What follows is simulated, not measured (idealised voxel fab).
Title: Process Module voxel transistor to metal
150 nm wide, 5 nm square cells: that's cross-section cut.
Heads up, the way a cross-section reads in here is a grid of square cells, handed over as bands from the top down, with every band being one or more rows of cells.
First you get the band's top height and its bottom height, in nm, and then the materials it's made of, left to right, with each width in nm. If you see a single material with "full width", that one covers the band edge to edge. "blank" is empty space.
Basically, 0 is our baseline, since under it the wafer straight out of the box is all one material. The bottom band has no lower end and keeps on going down, so it looks like "0 -> down".
Think of "30 to 40" as a width that walks from the first number to the second as you go down the band, top row to bottom row, taking equal-sized steps from row to row.
It should be understood that the words "no alterations made", when stated for a given step, signify that the cross-section underwent no change in any of its cells during that step.
The label "Sealed internal voids" introduces a list of the empty spaces, 8 cells or larger, that have no open way up to the top; each entry in it reads width x height at distance, where the distance is taken from the left edge and all three are stated in nm.
Heads up: the bit after the settings on a step's line is the simulator's remark on that step.
overlay nm: for a step with a mask, the amount by which the mask lay right of where it was planned; a negative amount means left of it.
## Process steps (planned)
1,RECEIVE: material Si
2,OXIDIZE: depth nm 5
3,CONFORMAL_DEP: material SiN, thk nm 10
4,MASKED_ETCH: tone cover, mask id ACTIVE, width nm 110, etch materials SiN, depth nm 10, overlay nm 0
5,MASKED_ETCH: tone cover, mask id ACTIVE, width nm 110, etch materials SiO2, depth nm 5, overlay nm 0
6,MASKED_ETCH: tone cover, mask id ACTIVE, width nm 110, etch materials Si, depth nm 30, overlay nm 0
7,OXIDIZE: depth nm 5
8,FILL_DEP: material SiO2, thk nm 10
9,CMP: height nm 10
10,SELECTIVE_ETCH: etch materials SiO2, depth nm 5
11,STRIP: etch materials SiN
12,SELECTIVE_ETCH: etch materials SiO2, depth nm 5
13,OXIDIZE: depth nm 5
14,DIRECTIONAL_DEP: material polySi, thk nm 25
15,DIRECTIONAL_DEP: material SiCN, thk nm 10
16,PATTERN: tone cover, mask id GATE, material resist, width nm 30, thk nm 20, overlay nm 0
17,DIRECTIONAL_ETCH: etch materials SiCN, depth nm 20
18,DIRECTIONAL_ETCH: etch materials polySi, depth nm 35
19,STRIP: etch materials resist
20,CONFORMAL_DEP: material SiN, thk nm 10
21,DIRECTIONAL_ETCH: etch materials SiN, depth nm 10
22,DIRECTIONAL_ETCH: etch materials SiO2, depth nm 5
23,EPI: material SiGe, thk nm 5
24,FILL_DEP: material SiO2, thk nm 5
25,CMP: height nm 20
26,STRIP: etch materials polySi
27,SELECTIVE_ETCH: etch materials SiO2, depth nm 5
28,CONFORMAL_DEP: material HfO2, thk nm 5
29,CONFORMAL_DEP: material TiN, thk nm 5
30,FILL_DEP: material W, thk nm 10
31,CMP: height nm 15
32,DIRECTIONAL_DEP: material SiO2, thk nm 10
33,MASKED_ETCH: tone open, mask id CONTACT, width nm 20, pitch nm 80, etch materials SiO2, depth nm 30, overlay nm 0
34,CONFORMAL_DEP: material TiN, thk nm 5
35,FILL_DEP: material W, thk nm 10
36,CMP: height nm 25
37,DIRECTIONAL_DEP: material TiN, thk nm 5
38,DIRECTIONAL_DEP: material W, thk nm 20
39,DIRECTIONAL_DEP: material aC, thk nm 15
40,PATTERN: tone cover, mask id METAL_1, material resist, width nm 20, pitch nm 80, thk nm 35, overlay nm 0
41,DIRECTIONAL_ETCH: etch materials aC, depth nm 15
42,STRIP: etch materials resist
43,DIRECTIONAL_ETCH: etch materials W, depth nm 20
44,DIRECTIONAL_ETCH: etch materials TiN, depth nm 5
45,STRIP: etch materials aC
46,CONFORMAL_DEP: material SiN, thk nm 5
47,FILL_DEP: material lowk, thk nm 10
48,CMP: height nm 50
49,CONFORMAL_DEP: material SiN, thk nm 5
## Cross-section of the wafer at receipt, which is the condition after step 1
0 -> down  Si full width
Sealed internal voids: none
## Post-module cross-section: identical start and plan to those above, one misstep in execution
55 -> 50  SiN full width
50 -> 30  20 of lowk; 5 of SiN; 20 of W; 5 of SiN; 50 of lowk; 5 of SiN; 20 of W; 5 of SiN; 20 of lowk
30 -> 25  25 of SiN; 20 of TiN; 60 of SiN; 20 of TiN; 25 of SiN
25 -> 20  20 of W; 5 of TiN; 20 of SiO2; 5 of TiN; 50 of W; 5 of TiN; 20 of SiO2; 5 of TiN; 20 of W
20 -> 15  20 of W; 5 of TiN; 20 of SiO2; 60 of TiN; 20 of SiO2; 5 of TiN; 20 of W
15 -> 5  20 of W; 5 of TiN; 20 of SiO2; 5 of TiN; 10 of SiN; 5 of HfO2; 5 of TiN; 10 of W; 5 of TiN; 5 of HfO2; 10 of SiN; 5 of TiN; 20 of SiO2; 5 of TiN; 20 of W
5 -> 0  10 of W; 15 of TiN; 20 of SiO2; 5 of TiN; 10 of SiN; 5 of HfO2; 5 of TiN; 10 of W; 5 of TiN; 5 of HfO2; 10 of SiN; 5 of TiN; 20 of SiO2; 15 of TiN; 10 of W
0 -> -5  15 of TiN; 10 of SiN; 20 of SiO2; 5 of TiN; 10 of SiN; 5 of HfO2; 20 of TiN; 5 of HfO2; 10 of SiN; 5 of TiN; 20 of SiO2; 10 of SiN; 15 of TiN
-5 -> -10  25 of SiO2; 25 of SiGe; 5 of SiO2; 40 of HfO2; 5 of SiO2; 25 of SiGe; 25 of SiO2
-10 -> -40  25 of SiO2; 100 of Si; 25 of SiO2
-40 -> down  Si full width
Sealed internal voids: none
Which mistake was made when the wafer was run? step 33 off recipe, ran as MASKED_ETCH: tone cover, mask id CONTACT, width nm 20, pitch nm 80, etch materials SiO2, depth nm 30, overlay nm 0
